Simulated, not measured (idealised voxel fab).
Proc. module: voxel tone inversion
We display cut, a cross-section 170 nm in width whose square cells are each 5 nm.
Format of a cross-section: grid, square cells. Given as bands. Order: top down. Band: one or more rows of cells. First you get the band's top height and its bottom height, in nm, and then the materials it's made of, left to right, with each width in nm. If you see a single material with "all across", that one covers the band edge to edge. "empty" is empty space. Heights are measured from 0, the level below which the as-received wafer is all one material; the lowest band has no bottom and continues downward, written as in "top 0, no bottom". So if you see something like "30 to 40" for the width, read it as the top row of the band sitting at the first number and the bottom row at the second, with every row in between moving by the same amount as the last. The designation "no alteration", where it is given for a processing step, indicates that no cell of the cross-section was altered in the course of that step. Voids not open to the top, 8 cells minimum: see "Tabulated closed voids". Written width x height at distance; distance is from the left edge; nm. Read whatever lies past the settings on a step's line as the simulator's own remark about the step. The optional step-line setting "overlay nm" applies to steps with a mask and quantifies how far to the right of its planned location the mask lay, a negative value indicating leftward placement.

**List of planned process steps**
| 1 | RECEIVE [material Si] |
| 2 | CONFORMAL_DEP [material SiN] [thk nm 5] |
| 3 | DIRECTIONAL_DEP [material aC] [thk nm 25] |
| 4 | PATTERN [tone cover] [mask id POSTS] [material resist] [width nm 15] [pitch nm 40] [thk nm 35] [overlay nm 0] |
| 5 | DIRECTIONAL_ETCH [etch materials aC] [depth nm 25] |
| 6 | STRIP [etch materials resist] |
| 7 | FILL_DEP [material SiO2] [thk nm 5] |
| 8 | CMP [height nm 30] |
| 9 | STRIP [etch materials aC] |

**First wafer, two in total, run as planned**

**Cross-section of the incoming wafer, state after step 1**
- top 0, no bottom: Si all across
- Tabulated closed voids: none

**Wafer xsec, post step 2**
- top 5, bottom 0: SiN all across
- Beneath the level 0, the cross-section is identical to its previous state.

**Wafer xsec, post step 3**
- top 30, bottom 5: aC all across
- Beneath the level 5, the cross-section is identical to its previous state.

**Wafer xsec, post step 4**
- top 65, bottom 30: empty=15; resist=15; empty=25; resist=15; empty=25; resist=15; empty=25; resist=15; empty=20
- Beneath the level 30, the cross-section is identical to its previous state.

**Wafer xsec, post step 5**
- top 40, bottom 30: empty=15; resist=15; empty=25; resist=15; empty=25; resist=15; empty=25; resist=15; empty=20
- top 30, bottom 5: empty=15; aC=15; empty=25; aC=15; empty=25; aC=15; empty=25; aC=15; empty=20
- Beneath the level 5, the cross-section is identical to its previous state.

**Wafer xsec, post step 6**
- top 30, bottom 5: empty=15; aC=15; empty=25; aC=15; empty=25; aC=15; empty=25; aC=15; empty=20
- Beneath the level 5, the cross-section is identical to its previous state.

**Wafer xsec, post step 7**
- top 35, bottom 30: SiO2 all across
- top 30, bottom 5: SiO2=15; aC=15; SiO2=25; aC=15; SiO2=25; aC=15; SiO2=25; aC=15; SiO2=20
- Beneath the level 5, the cross-section is identical to its previous state.

**Wafer xsec, post step 8**
- top 30, bottom 5: SiO2=15; aC=15; SiO2=25; aC=15; SiO2=25; aC=15; SiO2=25; aC=15; SiO2=20
- Beneath the level 5, the cross-section is identical to its previous state.

**Wafer xsec, post step 9**
- top 30, bottom 5: SiO2=15; empty=15; SiO2=25; empty=15; SiO2=25; empty=15; SiO2=25; empty=15; SiO2=20
- Beneath the level 5, the cross-section is identical to its previous state.

**Wafer two of the pair: same origin, same plan, one error during the run; identical to wafer one up to and including step 1**

**Cross-sectional representation of the second wafer at the time designated in the plan for the completion of step 2**
- top 25, bottom 0: aC all across
- Beneath the level 0, the cross-section is identical to its previous state.

**Cross-sectional representation of the second wafer at the time designated in the plan for the completion of step 3**
- top 30, bottom 25: SiN all across
- Beneath the level 25, the cross-section is identical to its previous state.

**Cross-sectional representation of the second wafer at the time designated in the plan for the completion of step 4**
- top 65, bottom 30: empty=15; resist=15; empty=25; resist=15; empty=25; resist=15; empty=25; resist=15; empty=20
- Beneath the level 30, the cross-section is identical to its previous state.

**Cross-sectional representation of the second wafer at the time designated in the plan for the completion of step 5**
- top 40, bottom 30: empty=15; resist=15; empty=25; resist=15; empty=25; resist=15; empty=25; resist=15; empty=20
- Beneath the level 30, the cross-section is identical to its previous state.

**Cross-sectional representation of the second wafer at the time designated in the plan for the completion of step 6**
- top 30, bottom 25: SiN all across
- Beneath the level 25, the cross-section is identical to its previous state.

**Cross-sectional representation of the second wafer at the time designated in the plan for the completion of step 7**
- top 35, bottom 30: SiO2 all across
- Beneath the level 30, the cross-section is identical to its previous state.

**Cross-sectional representation of the second wafer at the time designated in the plan for the completion of step 8**
- top 30, bottom 25: SiN all across
- Beneath the level 25, the cross-section is identical to its previous state.

Cross-sectional representation of the second wafer at the time designated in the plan for the completion of step 9: no alteration
Against the plan, the run slipped here: the processing plan was not followed for steps 2 and 3, which were run with their positions exchanged
The second wafer ends with more or fewer cells of some materials than the first, per final count: SiO2: 110 fewer; aC: 170 more
